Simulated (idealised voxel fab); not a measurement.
The process module presented herein is designated voxel capacitor over wiring.
Shown is cross-section cut, with a width of 300 nm and square cells of size 5 nm.
Cross-section = grid of square cells, listed top down in bands; band = one or more rows.
Within each band entry, the heights of the top and of the bottom of the band appear first, in that order and in nm; the materials of the band then follow from left to right, each with its corresponding width in nm. The designation "all across" on a single material indicates that it fills the band from edge to edge; the designation "empty" indicates empty space.
Heights are reckoned from 0. Under this level, the received wafer is all of one material. The bottommost band is open-ended downward, for example "0 nm and below".
Top row gets the first number, bottom row gets the second, and each row in between changes by the same step: that is how a band width like "30..40" works.
You'll sometimes find "remains unaltered" written for a step, and that's the way of saying that nowhere in the cross-section did a cell change during that step.
"Enclosed cavity list": empty spaces of 8 cells or more with no open way to the top, each given as width x height at distance, distance from the left edge, all in nm.
The remark found on a step's line after its settings is issued by the simulator itself and pertains to that step.
Each step line may optionally specify "overlay nm", which for a step with a mask gives the rightward distance between the mask's planned place and where it lay, a negative value indicating the leftward direction.
### Steps planned for the process
1) RECEIVE, material Si
2) CONFORMAL_DEP, material SiO2, thk nm 10
3) CONFORMAL_DEP, material SiN, thk nm 5
4) DIRECTIONAL_DEP, material SiO2, thk nm 15
5) PATTERN, tone open, mask id METAL_1, material resist, width nm 25, pitch nm 90, thk nm 20, overlay nm 0
6) DIRECTIONAL_ETCH, etch materials SiO2, depth nm 15
7) DIRECTIONAL_ETCH, etch materials SiN, depth nm 5
8) STRIP, etch materials resist
9) CONFORMAL_DEP, material TiN, thk nm 5
10) FILL_DEP, material Cu, thk nm 5
11) CMP, height nm 30
12) CONFORMAL_DEP, material SiCN, thk nm 5
13) DIRECTIONAL_DEP, material lowk, thk nm 10
14) MASKED_ETCH, tone open, mask id PLUG_1, width nm 15, etch materials lowk, depth nm 10, overlay nm 0
15) MASKED_ETCH, tone open, mask id PLUG_1, width nm 15, etch materials SiCN, depth nm 5, overlay nm 0
16) EPI, material Ru, thk nm 10
17) EPI, material Ru, thk nm 5
18) DIRECTIONAL_DEP, material TiN, thk nm 5
19) DIRECTIONAL_DEP, material HfO2, thk nm 5
20) DIRECTIONAL_DEP, material TiN, thk nm 5
21) PATTERN, tone cover, mask id UPPER_PLATE, material resist, width nm 70, thk nm 15, overlay nm 0
22) DIRECTIONAL_ETCH, etch materials TiN, depth nm 5
23) DIRECTIONAL_ETCH, etch materials HfO2, depth nm 5
24) STRIP, etch materials resist
25) MASKED_ETCH, tone cover, mask id LOWER_PLATE, width nm 80, etch materials TiN, depth nm 5, overlay nm 0
26) FILL_DEP, material SiO2, thk nm 20
27) CMP, height nm 75
28) MASKED_ETCH, tone open, mask id PLUG_2, width nm 15, etch materials SiO2, depth nm 15, overlay nm 0
29) CONFORMAL_DEP, material TiN, thk nm 5
30) FILL_DEP, material Cu, thk nm 5
31) CMP, height nm 75
32) CONFORMAL_DEP, material SiN, thk nm 5
### First of two wafers - as planned
### The cross-section here shows the wafer as received, i.e. in its state after step 1
* 0 nm and below | Si all across
* Enclosed cavity list: none
### Wafer after step 2 (cross-section)
* 10 nm to 0 nm | SiO2 all across
* Rest of section, below 0: as before.
### Wafer after step 3 (cross-section)
* 15 nm to 10 nm | SiN all across
* Rest of section, below 10: as before.
### Wafer after step 4 (cross-section)
* 30 nm to 15 nm | SiO2 all across
* Rest of section, below 15: as before.
### Wafer after step 5 (cross-section)
* 50 nm to 30 nm | 90 nm resist, 25 nm empty, 65 nm resist, 25 nm empty, 95 nm resist
* Rest of section, below 30: as before.
### Wafer after step 6 (cross-section)
* 50 nm to 30 nm | 90 nm resist, 25 nm empty, 65 nm resist, 25 nm empty, 95 nm resist
* 30 nm to 15 nm | 90 nm SiO2, 25 nm empty, 65 nm SiO2, 25 nm empty, 95 nm SiO2
* Rest of section, below 15: as before.
### Wafer after step 7 (cross-section)
* 50 nm to 30 nm | 90 nm resist, 25 nm empty, 65 nm resist, 25 nm empty, 95 nm resist
* 30 nm to 15 nm | 90 nm SiO2, 25 nm empty, 65 nm SiO2, 25 nm empty, 95 nm SiO2
* 15 nm to 10 nm | 90 nm SiN, 25 nm empty, 65 nm SiN, 25 nm empty, 95 nm SiN
* Rest of section, below 10: as before.
### Wafer after step 8 (cross-section)
* 30 nm to 15 nm | 90 nm SiO2, 25 nm empty, 65 nm SiO2, 25 nm empty, 95 nm SiO2
* Rest of section, below 15: as before.
### Wafer after step 9 (cross-section)
* 35 nm to 30 nm | 95 nm TiN, 15 nm empty, 75 nm TiN, 15 nm empty, 100 nm TiN
* 30 nm to 15 nm | 90 nm SiO2, 5 nm TiN, 15 nm empty, 5 nm TiN, 65 nm SiO2, 5 nm TiN, 15 nm empty, 5 nm TiN, 95 nm SiO2
* 15 nm to 10 nm | 90 nm SiN, 25 nm TiN, 65 nm SiN, 25 nm TiN, 95 nm SiN
* Rest of section, below 10: as before.
### Wafer after step 10 (cross-section)
* 40 nm to 35 nm | Cu all across
* 35 nm to 30 nm | 95 nm TiN, 15 nm Cu, 75 nm TiN, 15 nm Cu, 100 nm TiN
* 30 nm to 15 nm | 90 nm SiO2, 5 nm TiN, 15 nm Cu, 5 nm TiN, 65 nm SiO2, 5 nm TiN, 15 nm Cu, 5 nm TiN, 95 nm SiO2
* Rest of section, below 15: as before.
### Wafer after step 11 (cross-section)
* 30 nm to 15 nm | 90 nm SiO2, 5 nm TiN, 15 nm Cu, 5 nm TiN, 65 nm SiO2, 5 nm TiN, 15 nm Cu, 5 nm TiN, 95 nm SiO2
* Rest of section, below 15: as before.
### Wafer after step 12 (cross-section)
* 35 nm to 30 nm | SiCN all across
* Rest of section, below 30: as before.
### Wafer after step 13 (cross-section)
* 45 nm to 35 nm | lowk all across
* Rest of section, below 35: as before.
### Wafer after step 14 (cross-section)
* 45 nm to 35 nm | 100 nm lowk, 15 nm empty, 185 nm lowk
* Rest of section, below 35: as before.
### Wafer after step 15 (cross-section)
* 45 nm to 35 nm | 100 nm lowk, 15 nm empty, 185 nm lowk
* 35 nm to 30 nm | 100 nm SiCN, 15 nm empty, 185 nm SiCN
* Rest of section, below 30: as before.
### Wafer after step 16 (cross-section)
* 45 nm to 40 nm | 100 nm lowk, 15 nm empty, 185 nm lowk
* 40 nm to 35 nm | 100 nm lowk, 15 nm Ru, 185 nm lowk
* 35 nm to 30 nm | 100 nm SiCN, 15 nm Ru, 185 nm SiCN
* Rest of section, below 30: as before.
### Wafer after step 17 (cross-section)
* 45 nm to 35 nm | 100 nm lowk, 15 nm Ru, 185 nm lowk
* Rest of section, below 35: as before.
### Wafer after step 18 (cross-section)
* 50 nm to 45 nm | TiN all across
* Rest of section, below 45: as before.
### Wafer after step 19 (cross-section)
* 55 nm to 50 nm | HfO2 all across
* Rest of section, below 50: as before.
### Wafer after step 20 (cross-section)
* 60 nm to 55 nm | TiN all across
* Rest of section, below 55: as before.
### Wafer after step 21 (cross-section)
* 75 nm to 60 nm | 100 nm empty, 70 nm resist, 130 nm empty
* Rest of section, below 60: as before.
### Wafer after step 22 (cross-section)
* 75 nm to 60 nm | 100 nm empty, 70 nm resist, 130 nm empty
* 60 nm to 55 nm | 100 nm empty, 70 nm TiN, 130 nm empty
* Rest of section, below 55: as before.
### Wafer after step 23 (cross-section)
* 75 nm to 60 nm | 100 nm empty, 70 nm resist, 130 nm empty
* 60 nm to 55 nm | 100 nm empty, 70 nm TiN, 130 nm empty
* 55 nm to 50 nm | 100 nm empty, 70 nm HfO2, 130 nm empty
* Rest of section, below 50: as before.
### Wafer after step 24 (cross-section)
* 60 nm to 55 nm | 100 nm empty, 70 nm TiN, 130 nm empty
* Rest of section, below 55: as before.
### Wafer after step 25 (cross-section)
* 60 nm to 55 nm | 100 nm empty, 70 nm TiN, 130 nm empty
* 55 nm to 50 nm | 100 nm empty, 70 nm HfO2, 130 nm empty
* 50 nm to 45 nm | 95 nm empty, 80 nm TiN, 125 nm empty
* Rest of section, below 45: as before.
### Wafer after step 26 (cross-section)
* 80 nm to 60 nm | SiO2 all across
* 60 nm to 55 nm | 100 nm SiO2, 70 nm TiN, 130 nm SiO2
* 55 nm to 50 nm | 100 nm SiO2, 70 nm HfO2, 130 nm SiO2
* 50 nm to 45 nm | 95 nm SiO2, 80 nm TiN, 125 nm SiO2
* Rest of section, below 45: as before.
### Wafer after step 27 (cross-section)
* 75 nm to 60 nm | SiO2 all across
* Rest of section, below 60: as before.
### Wafer after step 28 (cross-section)
* 75 nm to 60 nm | 110 nm SiO2, 15 nm empty, 175 nm SiO2
* Rest of section, below 60: as before.
### Wafer after step 29 (cross-section)
* 80 nm to 75 nm | 115 nm TiN, 5 nm empty, 180 nm TiN
* 75 nm to 65 nm | 110 nm SiO2, 5 nm TiN, 5 nm empty, 5 nm TiN, 175 nm SiO2
* 65 nm to 55 nm | 110..100 nm SiO2, 15..70 nm TiN, 175..130 nm SiO2
* Rest of section, below 55: as before.
### Wafer after step 30 (cross-section)
* 85 nm to 80 nm | Cu all across
* 80 nm to 75 nm | 115 nm TiN, 5 nm Cu, 180 nm TiN
* 75 nm to 65 nm | 110 nm SiO2, 5 nm TiN, 5 nm Cu, 5 nm TiN, 175 nm SiO2
* Rest of section, below 65: as before.
### Wafer after step 31 (cross-section)
* 75 nm to 65 nm | 110 nm SiO2, 5 nm TiN, 5 nm Cu, 5 nm TiN, 175 nm SiO2
* Rest of section, below 65: as before.
### Wafer after step 32 (cross-section)
* 80 nm to 75 nm | SiN all across
* Rest of section, below 75: as before.
### Second wafer - shared start and plan with the first - one error in running - same as the first up to step 15 inclusive
### Second wafer shown in cross-section at the time step 16 was slated to end
* 50 nm to 45 nm | 95 nm empty, 25 nm Ru, 180 nm empty
* 45 nm to 35 nm | 100 nm lowk, 15 nm Ru, 185 nm lowk
* 35 nm to 30 nm | 100 nm SiCN, 15 nm Ru, 185 nm SiCN
* Rest of section, below 30: as before.
### Second wafer shown in cross-section at the time step 17 was slated to end
* 55 nm to 45 nm | 90 nm empty, 35 nm Ru, 175 nm empty
* Rest of section, below 45: as before.
### Second wafer shown in cross-section at the time step 18 was slated to end
* 60 nm to 55 nm | 90 nm empty, 35 nm TiN, 175 nm empty
* 55 nm to 50 nm | 90 nm empty, 35 nm Ru, 175 nm empty
* 50 nm to 45 nm | 90 nm TiN, 35 nm Ru, 175 nm TiN
* Rest of section, below 45: as before.
### Second wafer shown in cross-section at the time step 19 was slated to end
* 65 nm to 60 nm | 90 nm empty, 35 nm HfO2, 175 nm empty
* 60 nm to 55 nm | 90 nm empty, 35 nm TiN, 175 nm empty
* 55 nm to 50 nm | 90 nm HfO2, 35 nm Ru, 175 nm HfO2
* Rest of section, below 50: as before.
### Second wafer shown in cross-section at the time step 20 was slated to end
* 70 nm to 65 nm | 90 nm empty, 35 nm TiN, 175 nm empty
* 65 nm to 60 nm | 90 nm empty, 35 nm HfO2, 175 nm empty
* 60 nm to 55 nm | TiN all across
* Rest of section, below 55: as before.
### Second wafer shown in cross-section at the time step 21 was slated to end
* 85 nm to 70 nm | 100 nm empty, 70 nm resist, 130 nm empty
* 70 nm to 65 nm | 90 nm empty, 35 nm TiN, 45 nm resist, 130 nm empty
* 65 nm to 60 nm | 90 nm empty, 35 nm HfO2, 45 nm resist, 130 nm empty
* Rest of section, below 60: as before.
### Second wafer shown in cross-section at the time step 22 was slated to end
* 85 nm to 70 nm | 100 nm empty, 70 nm resist, 130 nm empty
* 70 nm to 65 nm | 100 nm empty, 25 nm TiN, 45 nm resist, 130 nm empty
* 65 nm to 60 nm | 90 nm empty, 35 nm HfO2, 45 nm resist, 130 nm empty
* 60 nm to 55 nm | 90 nm empty, 80 nm TiN, 130 nm empty
* Rest of section, below 55: as before.
### Second wafer shown in cross-section at the time step 23 was slated to end
* 85 nm to 70 nm | 100 nm empty, 70 nm resist, 130 nm empty
* 70 nm to 65 nm | 100 nm empty, 25 nm TiN, 45 nm resist, 130 nm empty
* 65 nm to 60 nm | 100 nm empty, 25 nm HfO2, 45 nm resist, 130 nm empty
* 60 nm to 55 nm | 90 nm empty, 80 nm TiN, 130 nm empty
* 55 nm to 50 nm | 90 nm empty, 35 nm Ru, 45 nm HfO2, 130 nm empty
* Rest of section, below 50: as before.
### Second wafer shown in cross-section at the time step 24 was slated to end
* 70 nm to 65 nm | 100 nm empty, 25 nm TiN, 175 nm empty
* 65 nm to 60 nm | 100 nm empty, 25 nm HfO2, 175 nm empty
* Rest of section, below 60: as before.
### Second wafer shown in cross-section at the time step 25 was slated to end
* 70 nm to 65 nm | 100 nm empty, 25 nm TiN, 175 nm empty
* 65 nm to 60 nm | 100 nm empty, 25 nm HfO2, 175 nm empty
* 60 nm to 55 nm | 95 nm empty, 75 nm TiN, 130 nm empty
* 55 nm to 50 nm | 90 nm empty, 35 nm Ru, 45 nm HfO2, 130 nm empty
* 50 nm to 45 nm | 90 nm empty, 35 nm Ru, 50 nm TiN, 125 nm empty
* Rest of section, below 45: as before.
### Second wafer shown in cross-section at the time step 26 was slated to end
* 90 nm to 70 nm | SiO2 all across
* 70 nm to 65 nm | 100 nm SiO2, 25 nm TiN, 175 nm SiO2
* 65 nm to 60 nm | 100 nm SiO2, 25 nm HfO2, 175 nm SiO2
* 60 nm to 55 nm | 95 nm SiO2, 75 nm TiN, 130 nm SiO2
* 55 nm to 50 nm | 90 nm SiO2, 35 nm Ru, 45 nm HfO2, 130 nm SiO2
* 50 nm to 45 nm | 90 nm SiO2, 35 nm Ru, 50 nm TiN, 125 nm SiO2
* Rest of section, below 45: as before.
### Second wafer shown in cross-section at the time step 27 was slated to end
* 75 nm to 70 nm | SiO2 all across
* Rest of section, below 70: as before.
### Second wafer shown in cross-section at the time step 28 was slated to end
* 75 nm to 70 nm | 110 nm SiO2, 15 nm empty, 175 nm SiO2
* Rest of section, below 70: as before.
### Second wafer shown in cross-section at the time step 29 was slated to end
* 80 nm to 75 nm | 115 nm TiN, 5 nm empty, 180 nm TiN
* 75 nm to 65 nm | 110..100 nm SiO2, 15..25 nm TiN, 175 nm SiO2
* Rest of section, below 65: as before.
### Second wafer shown in cross-section at the time step 30 was slated to end
* 85 nm to 80 nm | Cu all across
* 80 nm to 75 nm | 115 nm TiN, 5 nm Cu, 180 nm TiN
* Rest of section, below 75: as before.
### Second wafer shown in cross-section at the time step 31 was slated to end
* 75 nm to 65 nm | 110..100 nm SiO2, 15..25 nm TiN, 175 nm SiO2
* Rest of section, below 65: as before.
### Second wafer shown in cross-section at the time step 32 was slated to end
* 80 nm to 75 nm | SiN all across
* Rest of section, below 75: as before.
Want to know what went wrong? it should be noted that step 16 of the plan was executed twice
Final difference in cells, second wafer against first, listed per material as more or fewer: -2 Cu, +14 Ru, -8 SiO2, -4 TiN
